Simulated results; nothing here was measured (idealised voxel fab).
Title: Process Module voxel fin reveal
The figure presents cross-section cut, which has a width of 285 nm and is divided into square cells with an edge length of 5 nm.
Throughout this document, each cross-section is represented as a grid of square cells and is presented as a sequence of bands enumerated from the top downward, where a band comprises one or more rows of cells. The band entry comprises the height of the band's top followed by the height of its bottom, expressed in nm, and subsequently the band's materials from left to right, each stated together with its width in nm. Where a single material is marked with the word "all across", that material fills the band from edge to edge. The word "blank" represents empty space. Heights are expressed relative to 0, this being the level below which the as-received wafer comprises one material exclusively. The lowest band is unbounded in the downward direction and is denoted as in "0..down". The notation "30..40" denotes a width that varies across the rows of cells in the band, beginning at the first number in the top row, finishing at the second number in the bottom row, and changing by an identical amount from each row to the next. Where a step carries "nothing different", the cross-section came out of it unchanged, cell for cell. "Sealed voids" lists enclosed empty spaces (at least 8 cells, no open path upward to the top), each as width x height at distance from the left edge, in nm. If you see something after the settings on a step's line, that's the simulator's own remark about that step. "overlay nm" answers the question of how far to the right of plan the mask lay on a step that has a mask, and when it is negative the answer is to the left.

### Set out below are the planned steps of the process
1. RECEIVE with material Si
2. CONFORMAL_DEP with material SiN, thk nm 10
3. MASKED_ETCH with tone cover, mask id FINS, width nm 15, pitch nm 35, etch materials SiN, depth nm 10, overlay nm 0
4. MASKED_ETCH with tone cover, mask id FINS, width nm 15, pitch nm 35, etch materials Si, depth nm 30, overlay nm 0
5. OXIDIZE with depth nm 5
6. FILL_DEP with material SiO2, thk nm 15
7. CMP with height nm 10
8. SELECTIVE_ETCH with etch materials SiO2, depth nm 20
9. STRIP with etch materials SiN
10. CONFORMAL_DEP with material SiO2, thk nm 5

### First of two wafers, processed according to plan

### Incoming wafer, cross-sectional view, post step 1
0..down  Si all across
Sealed voids: none

### Cross-section of the wafer subsequent to step 2
10..0  SiN all across
Under 0: no change, same as before.

### Cross-section of the wafer subsequent to step 3
10..0  blank 80, then SiN 15, then blank 20, then SiN 15, then blank 20, then SiN 15, then blank 20, then SiN 15, then blank 85
Under 0: no change, same as before.

### Cross-section of the wafer subsequent to step 4
10..0  blank 80, then SiN 15, then blank 20, then SiN 15, then blank 20, then SiN 15, then blank 20, then SiN 15, then blank 85
0..-30  blank 80, then Si 15, then blank 20, then Si 15, then blank 20, then Si 15, then blank 20, then Si 15, then blank 85
Under -30: no change, same as before.

### Cross-section of the wafer subsequent to step 5
10..0  blank 80, then SiN 15, then blank 20, then SiN 15, then blank 20, then SiN 15, then blank 20, then SiN 15, then blank 85
0..-30  blank 80, then SiO2 5, then Si 5, then SiO2 5, then blank 20, then SiO2 5, then Si 5, then SiO2 5, then blank 20, then SiO2 5, then Si 5, then SiO2 5, then blank 20, then SiO2 5, then Si 5, then SiO2 5, then blank 85
-30..-35  SiO2 85, then Si 5, then SiO2 30, then Si 5, then SiO2 30, then Si 5, then SiO2 30, then Si 5, then SiO2 90
Under -35: no change, same as before.

### Cross-section of the wafer subsequent to step 6
25..10  SiO2 all across
10..0  SiO2 80, then SiN 15, then SiO2 20, then SiN 15, then SiO2 20, then SiN 15, then SiO2 20, then SiN 15, then SiO2 85
0..-35  SiO2 85, then Si 5, then SiO2 30, then Si 5, then SiO2 30, then Si 5, then SiO2 30, then Si 5, then SiO2 90
Under -35: no change, same as before.

### Cross-section of the wafer subsequent to step 7
10..0  SiO2 80, then SiN 15, then SiO2 20, then SiN 15, then SiO2 20, then SiN 15, then SiO2 20, then SiN 15, then SiO2 85
Under 0: no change, same as before.

### Cross-section of the wafer subsequent to step 8
10..0  blank 80, then SiN 15, then blank 20, then SiN 15, then blank 20, then SiN 15, then blank 20, then SiN 15, then blank 85
0..-10  blank 85, then Si 5, then blank 30, then Si 5, then blank 30, then Si 5, then blank 30, then Si 5, then blank 90
Under -10: no change, same as before.

### Cross-section of the wafer subsequent to step 9
0..-10  blank 85, then Si 5, then blank 30, then Si 5, then blank 30, then Si 5, then blank 30, then Si 5, then blank 90
Under -10: no change, same as before.

### Cross-section of the wafer subsequent to step 10
5..0  blank 80, then SiO2 15, then blank 20, then SiO2 15, then blank 20, then SiO2 15, then blank 20, then SiO2 15, then blank 85
0..-5  blank 80, then SiO2 5, then Si 5, then SiO2 5, then blank 20, then SiO2 5, then Si 5, then SiO2 5, then blank 20, then SiO2 5, then Si 5, then SiO2 5, then blank 20, then SiO2 5, then Si 5, then SiO2 5, then blank 85
-5..-35  SiO2 85, then Si 5, then SiO2 30, then Si 5, then SiO2 30, then Si 5, then SiO2 30, then Si 5, then SiO2 90
Under -35: no change, same as before.

### Okay, second wafer. Nothing different at the start, nothing different in the plan, just one mistake somewhere in the running. As far as step 3, counting that step, it's the first wafer all over again

### X-section, second wafer, when step 4 was due to finish
10..0  blank 80, then SiN 15, then blank 20, then SiN 15, then blank 20, then SiN 15, then blank 20, then SiN 15, then blank 85
0..-30  blank 75, then Si 20, then blank 15, then Si 20, then blank 15, then Si 20, then blank 15, then Si 20, then blank 85
Under -30: no change, same as before.

### X-section, second wafer, when step 5 was due to finish
10..0  blank 80, then SiN 15, then blank 20, then SiN 15, then blank 20, then SiN 15, then blank 20, then SiN 15, then blank 85
0..-5  blank 75, then SiO2 10, then Si 5, then SiO2 5, then blank 15, then SiO2 10, then Si 5, then SiO2 5, then blank 15, then SiO2 10, then Si 5, then SiO2 5, then blank 15, then SiO2 10, then Si 5, then SiO2 5, then blank 85
-5..-30  blank 75, then SiO2 5, then Si 10, then SiO2 5, then blank 15, then SiO2 5, then Si 10, then SiO2 5, then blank 15, then SiO2 5, then Si 10, then SiO2 5, then blank 15, then SiO2 5, then Si 10, then SiO2 5, then blank 85
-30..-35  SiO2 80, then Si 10, then SiO2 25, then Si 10, then SiO2 25, then Si 10, then SiO2 25, then Si 10, then SiO2 90
Under -35: no change, same as before.

### X-section, second wafer, when step 6 was due to finish
25..10  SiO2 all across
10..0  SiO2 80, then SiN 15, then SiO2 20, then SiN 15, then SiO2 20, then SiN 15, then SiO2 20, then SiN 15, then SiO2 85
0..-5  SiO2 85, then Si 5, then SiO2 30, then Si 5, then SiO2 30, then Si 5, then SiO2 30, then Si 5, then SiO2 90
-5..-35  SiO2 80, then Si 10, then SiO2 25, then Si 10, then SiO2 25, then Si 10, then SiO2 25, then Si 10, then SiO2 90
Under -35: no change, same as before.

### X-section, second wafer, when step 7 was due to finish
10..0  SiO2 80, then SiN 15, then SiO2 20, then SiN 15, then SiO2 20, then SiN 15, then SiO2 20, then SiN 15, then SiO2 85
Under 0: no change, same as before.

### X-section, second wafer, when step 8 was due to finish
10..0  blank 80, then SiN 15, then blank 20, then SiN 15, then blank 20, then SiN 15, then blank 20, then SiN 15, then blank 85
0..-10  blank 85..80, then Si 5..10, then blank 30..25, then Si 5..10, then blank 30..25, then Si 5..10, then blank 30..25, then Si 5..10, then blank 90
Under -10: no change, same as before.

### X-section, second wafer, when step 9 was due to finish
0..-10  blank 85..80, then Si 5..10, then blank 30..25, then Si 5..10, then blank 30..25, then Si 5..10, then blank 30..25, then Si 5..10, then blank 90
Under -10: no change, same as before.

### X-section, second wafer, when step 10 was due to finish
5..0  blank 80, then SiO2 15, then blank 20, then SiO2 15, then blank 20, then SiO2 15, then blank 20, then SiO2 15, then blank 85
0..-5  blank 75, then SiO2 10, then Si 5, then SiO2 5, then blank 15, then SiO2 10, then Si 5, then SiO2 5, then blank 15, then SiO2 10, then Si 5, then SiO2 5, then blank 15, then SiO2 10, then Si 5, then SiO2 5, then blank 85
-5..-35  SiO2 80, then Si 10, then SiO2 25, then Si 10, then SiO2 25, then Si 10, then SiO2 25, then Si 10, then SiO2 90
Under -35: no change, same as before.
Here's what went sideways: note that step 4 departed from the planned setting and was carried out as MASKED_ETCH with tone cover, mask id FINS, width nm 15, pitch nm 35, etch materials Si, depth nm 30, overlay nm -5
At the finish, the second wafer shows more or fewer cells for some materials than the first does: 24 more of Si | 20 fewer of SiO2
